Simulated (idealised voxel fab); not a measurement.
You're looking at the process module voxel ribs on slabs.
Xsec cut, 235 nm wide, square cell size 5 nm.
Bands, listed from the top down, are how a cross-section gets written in this document; the cross-section itself is a grid of square cells, and a band is one or more rows of them. What a band's entry tells you: where the top is and where the bottom is, as heights in nm, and after that what lies inside, material by material from left to right, each with its width in nm. Empty space is written as the word "empty", and a single material marked with the word "everywhere" occupies the band from edge to edge. Height 0 is the level under which the wafer as received is all one material. The lowest band goes on downwards, as in "0 -> down". The width entry "30..40" should be interpreted row by row: the top row of cells in the band takes the first number, the bottom row takes the second number, and the change between adjacent rows is uniform throughout. It should be understood that the words "no change", when stated for a given step, signify that the cross-section underwent no change in any of its cells during that step. Enclosed voids (no open way to top), threshold 8 cells or more, entry "Closed void roster", notation width x height at distance, distance from left edge, nm. It should be noted that, on the line of a given step, the content following the step's settings is a remark produced by the simulator itself with respect to that step. overlay nm: step with mask; distance mask lay right of planned place; negative value = left of planned place.

Listed below are the process steps as planned:
1) RECEIVE: material Si
2) DIRECTIONAL_DEP: material SiO2, thk nm 25
3) DIRECTIONAL_DEP: material polySi, thk nm 20
4) DIRECTIONAL_DEP: material aC, thk nm 10
5) PATTERN: tone cover, mask id RIB, material resist, width nm 30, thk nm 25, overlay nm 0
6) DIRECTIONAL_ETCH: etch materials aC, depth nm 10
7) STRIP: etch materials resist
8) DIRECTIONAL_ETCH: etch materials polySi, depth nm 10
9) STRIP: etch materials aC
10) MASKED_ETCH: tone cover, mask id SLAB, width nm 80, etch materials polySi, depth nm 10, overlay nm 0
11) FILL_DEP: material SiO2, thk nm 25
12) CMP: height nm 60
13) DIRECTIONAL_DEP: material TiN, thk nm 5
14) PATTERN: tone cover, mask id HEATER, material resist, width nm 40, thk nm 15, overlay nm 0
15) DIRECTIONAL_ETCH: etch materials TiN, depth nm 5
16) STRIP: etch materials resist
17) CONFORMAL_DEP: material SiO2, thk nm 5

Cross-section of the wafer at receipt, which is the condition after step 1:
* 0 -> down = Si everywhere
* Closed void roster: none

As-planned run: cross-section of the first of two wafers at end of module:
* 70 -> 65 = empty 90 nm | SiO2 50 nm | empty 95 nm
* 65 -> 60 = SiO2 95 nm | TiN 40 nm | SiO2 100 nm
* 60 -> 45 = SiO2 everywhere
* 45 -> 35 = SiO2 100 nm | polySi 30 nm | SiO2 105 nm
* 35 -> 25 = SiO2 75 nm | polySi 80 nm | SiO2 80 nm
* 25 -> 0 = SiO2 everywhere
* 0 -> down = Si everywhere
* Closed void roster: none

Second wafer cross-section at end of module - shared start and plan with the first, one mistake in the run:
* 70 -> 65 = empty 90 nm | SiO2 50 nm | empty 95 nm
* 65 -> 60 = SiO2 95 nm | TiN 40 nm | SiO2 100 nm
* 60 -> 45 = SiO2 everywhere
* 45 -> 25 = TiN everywhere
* 25 -> 0 = SiO2 everywhere
* 0 -> down = Si everywhere
* Closed void roster: none
What broke from the plan during processing? step 3 was processed under conditions differing from the plan, specifically as DIRECTIONAL_DEP: material TiN, thk nm 20
Cell-count delta at end, second wafer over first, by material: SiO2 -144; TiN +188; polySi -44
